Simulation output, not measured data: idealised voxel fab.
Process module, titled voxel quadruple lines
cross-section cut | 195 nm wide | cells 5 nm
Just so we're on the same page, the cross-sections are grids of square cells, and they're listed out in bands top to bottom, each band one or more rows deep. Per band: top height and bottom height in nm, followed by the left-to-right materials and their widths in nm; "full width" marks a single material spanning edge to edge, "empty" marks empty space. The reference from which all heights are counted is 0, the level beneath which the as-received wafer is entirely one material; the lowest band, having no lower bound, proceeds downward and is written after the example "0 and below". Quick explanation for "30..40": the width changes in equal steps down the rows of cells, from the first number in the band's top row to the second number in its bottom row. It should be understood that the words "all unchanged", when stated for a given step, signify that the cross-section underwent no change in any of its cells during that step. Listed in "Enclosed cavity list": every empty space of 8 or more cells without an open way to the top. Form: width x height at distance, the distance being from the left edge, all in nm. Past the settings on a step's line: simulator remark, on that step. On any step carrying a mask, the "overlay nm" setting, if present on the step's line, tells how far right of its planned place the mask lay; negative values point to the left.

[Below is the list of planned process steps]
step 1: RECEIVE (material Si)
step 2: CONFORMAL_DEP (material Al2O3; thk nm 5)
step 3: DIRECTIONAL_DEP (material W; thk nm 10)
step 4: DIRECTIONAL_DEP (material polySi; thk nm 15)
step 5: DIRECTIONAL_DEP (material aC; thk nm 25)
step 6: PATTERN (tone cover; mask id MANDREL; material resist; width nm 25; thk nm 35; overlay nm 0)
step 7: DIRECTIONAL_ETCH (etch materials aC; depth nm 25)
step 8: STRIP (etch materials resist)
step 9: CONFORMAL_DEP (material SiO2; thk nm 15)
step 10: DIRECTIONAL_ETCH (etch materials SiO2; depth nm 15)
step 11: STRIP (etch materials aC)
step 12: DIRECTIONAL_ETCH (etch materials polySi; depth nm 15)
step 13: STRIP (etch materials SiO2)
step 14: CONFORMAL_DEP (material SiCN; thk nm 5)
step 15: DIRECTIONAL_ETCH (etch materials SiCN; depth nm 5)
step 16: STRIP (etch materials polySi)
step 17: DIRECTIONAL_ETCH (etch materials W; depth nm 10)
step 18: STRIP (etch materials SiCN)
step 19: FILL_DEP (material SiO2; thk nm 5)
step 20: CMP (height nm 15)

[The cross-section here shows the wafer as received, i.e. in its state after step 1]
	0 and below  Si full width
	Enclosed cavity list: none

[Cross-sectional image of the first of two wafers at the end of the module, the run having proceeded as planned]
	15 down to 5  65 of SiO2; 5 of W; 15 of SiO2; 5 of W; 15 of SiO2; 5 of W; 15 of SiO2; 5 of W; 65 of SiO2
	5 down to 0  Al2O3 full width
	0 and below  Si full width
	Enclosed cavity list: none

[So this is wafer number two of the two, cut at the end of the module - it started where the first did and had the same plan, we just got one thing wrong running it]
	15 down to 5  75 of SiO2; 5 of W; 5 of SiO2; 5 of W; 15 of SiO2; 5 of W; 5 of SiO2; 5 of W; 75 of SiO2
	5 down to 0  Al2O3 full width
	0 and below  Si full width
	Enclosed cavity list: none
Short version of what went wrong: planned and actual differ for step 9; actual: CONFORMAL_DEP (material SiO2; thk nm 5)
Matching per-material cell counts, mismatched positions: that is how the second wafer compares with the first at the end.
